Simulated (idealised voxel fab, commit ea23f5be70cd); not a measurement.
Process module under the name voxel transistor to metal
Cross-section cut spans 215 nm and uses square cells 5 nm in size.
Bands, listed from the top down, are how a cross-section gets written in this document; the cross-section itself is a grid of square cells, and a band is one or more rows of them. Each band's line starts with the height of the band's top and of its bottom, in nm. Then come its materials from left to right, each with its width in nm. One material with "all across" fills the band from edge to edge. "empty" is empty space. The level at which height equals 0 is the one under which the wafer, as it arrives, is entirely one material. No lower edge exists for the bottom band, which continues downward and is notated as in "0..down". It should be noted that a width expressed as "30->40" varies in equal increments from row to row of cells within the band, taking the value of the first number at the top row and that of the second number at the bottom row. Reading "nothing altered" for a step: not a cell of the cross-section changed in it. Each empty space that has no open way to the top and spans at least 8 cells appears under "Trapped cavities" as width x height at distance, the distance counted from the left edge, all in nm. On each step's line, the part that comes after the settings is the simulator's own comment on the step. On any step carrying a mask, the "overlay nm" setting, if present on the step's line, tells how far right of its planned place the mask lay; negative values point to the left.
Steps in the process plan:
1) RECEIVE: material Si
2) OXIDIZE: depth nm 5
3) CONFORMAL_DEP: material SiN, thk nm 10
4) DIRECTIONAL_DEP: material aC, thk nm 10
5) PATTERN: tone cover, mask id ACTIVE, material resist, width nm 120, thk nm 25, overlay nm 0
6) DIRECTIONAL_ETCH: etch materials aC, depth nm 10
7) STRIP: etch materials resist
8) DIRECTIONAL_ETCH: etch materials SiN, depth nm 10
9) DIRECTIONAL_ETCH: etch materials SiO2, depth nm 5
10) DIRECTIONAL_ETCH: etch materials Si, depth nm 25
11) STRIP: etch materials aC
12) FILL_DEP: material SiO2, thk nm 15
13) CMP: height nm 10
14) SELECTIVE_ETCH: etch materials SiO2, depth nm 5
15) STRIP: etch materials SiN
16) SELECTIVE_ETCH: etch materials SiO2, depth nm 5
17) OXIDIZE: depth nm 5
18) DIRECTIONAL_DEP: material polySi, thk nm 20
19) DIRECTIONAL_DEP: material SiCN, thk nm 10
20) MASKED_ETCH: tone cover, mask id GATE, width nm 30, etch materials SiCN, depth nm 20, overlay nm 0
21) MASKED_ETCH: tone cover, mask id GATE, width nm 30, etch materials polySi, depth nm 30, overlay nm 0
22) CONFORMAL_DEP: material SiO2, thk nm 5
23) DIRECTIONAL_ETCH: etch materials SiO2, depth nm 5
24) CONFORMAL_DEP: material SiN, thk nm 5
25) DIRECTIONAL_ETCH: etch materials SiN, depth nm 5
26) DIRECTIONAL_ETCH: etch materials SiO2, depth nm 5
27) EPI: material pSi, thk nm 5
28) FILL_DEP: material SiO2, thk nm 10
29) CMP: height nm 15
30) STRIP: etch materials polySi
31) SELECTIVE_ETCH: etch materials SiO2, depth nm 5
32) CONFORMAL_DEP: material HfO2, thk nm 5
33) CONFORMAL_DEP: material TiN, thk nm 5
34) FILL_DEP: material W, thk nm 10
35) CMP: height nm 10
36) DIRECTIONAL_DEP: material SiO2, thk nm 15
37) MASKED_ETCH: tone open, mask id CONTACT, width nm 20, pitch nm 90, etch materials SiO2, depth nm 30, overlay nm 0
38) CONFORMAL_DEP: material TiN, thk nm 5
39) FILL_DEP: material W, thk nm 10
40) CMP: height nm 25
41) CONFORMAL_DEP: material SiN, thk nm 5
42) DIRECTIONAL_DEP: material SiO2, thk nm 20
43) MASKED_ETCH: tone open, mask id METAL_1, width nm 20, pitch nm 90, etch materials SiO2, depth nm 20, overlay nm 0
44) MASKED_ETCH: tone open, mask id METAL_1, width nm 20, pitch nm 90, etch materials SiN, depth nm 5, overlay nm 0
45) CONFORMAL_DEP: material TiN, thk nm 5
46) FILL_DEP: material Ru, thk nm 5
47) CMP: height nm 50
48) CONFORMAL_DEP: material SiCN, thk nm 5
Incoming wafer, cross-sectional view, post step 1:
- 0..down = Si all across
- Trapped cavities: none
A wafer at the end: this start, this plan, one mistake:
- 55..50 = SiCN all across
- 50..30 = SiO2=50  TiN=5  Ru=10  TiN=5  SiO2=70  TiN=5  Ru=10  TiN=5  SiO2=55
- 30..25 = SiN=50  TiN=20  SiN=70  TiN=20  SiN=55
- 25..10 = SiO2=50  SiCN=5  W=10  SiCN=5  SiO2=70  SiCN=5  W=10  SiCN=5  SiO2=55
- 10..0 = SiO2=50  SiCN=5  W=10  SiCN=5  SiO2=10  SiN=5  HfO2=5  TiN=5  W=20  TiN=5  HfO2=5  SiN=5  SiO2=10  SiCN=5  W=10  SiCN=5  SiO2=55
- 0..-5 = SiO2=45  SiN=5  SiCN=20  SiO2=10  SiN=5  HfO2=5  TiN=30  HfO2=5  SiN=5  SiO2=10  SiCN=20  SiN=5  SiO2=50
- -5..-10 = SiO2=50  pSi=30  SiO2=5  HfO2=40  SiO2=5  pSi=30  SiO2=55
- -10..-30 = SiO2=45  Si=120  SiO2=50
- -30..down = Si all across
- Trapped cavities: none
What was done differently from what was planned? contrary to plan, step 38 was performed as CONFORMAL_DEP: material SiCN, thk nm 5
